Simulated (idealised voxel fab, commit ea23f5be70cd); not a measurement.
process module | voxel lift off
cross-section cut | 190 nm wide | cells 5 nm
A cross-section is a grid of square cells, given in bands from the top down. A band is one or more rows of cells.
Each band's line starts with the height of the band's top and of its bottom, in nm. Then come its materials from left to right, each with its width in nm. One material with "throughout" fills the band from edge to edge. "air" is empty space.
Height 0 is the level under which the wafer as received is all one material. The lowest band goes on downwards, as in "0 down".
A width such as "30 to 40" changes by the same amount from each row of cells to the next, from the band's top row to its bottom row.
"no change" after a step means that no cell of the cross-section changed.
closed voids: empty space of 8 cells or more with no open way to the top, each as width x height at its distance from the left edge, in nm
after a step's settings: what the simulator itself notes on the step
overlay nm, on a step with a mask: how far to the right of its planned place the mask lay; to the left if negative
plan
1 op RECEIVE | material Si
2 op CONFORMAL_DEP | material Al2O3 | thk nm 5
3 op PATTERN | tone open | mask id LINES | material resist | width nm 30 | pitch nm 60 | thk nm 20 | overlay nm 0
4 op DIRECTIONAL_DEP | material Ru | thk nm 5
5 op STRIP | etch materials resist
6 op CONFORMAL_DEP | material SiCN | thk nm 5
varied across the wafers: thk nm of step 6. The plan shows the first wafer's value. All wafers start alike
first wafer as received, after step 1
  0 down: Si throughout
  closed voids: none
each wafer at the end: cells of each material gained (+) or lost (-) since it was received, then its closed voids
thk nm 5 | +38 Al2O3 | +12 Ru | +42 SiCN | closed voids: none
thk nm 10 | +38 Al2O3 | +12 Ru | +84 SiCN | closed voids: none
thk nm 15 | +38 Al2O3 | +12 Ru | +126 SiCN | closed voids: none
thk nm 20 | +38 Al2O3 | +12 Ru | +166 SiCN | closed voids: none
thk nm 25 | +38 Al2O3 | +12 Ru | +206 SiCN | closed voids: none
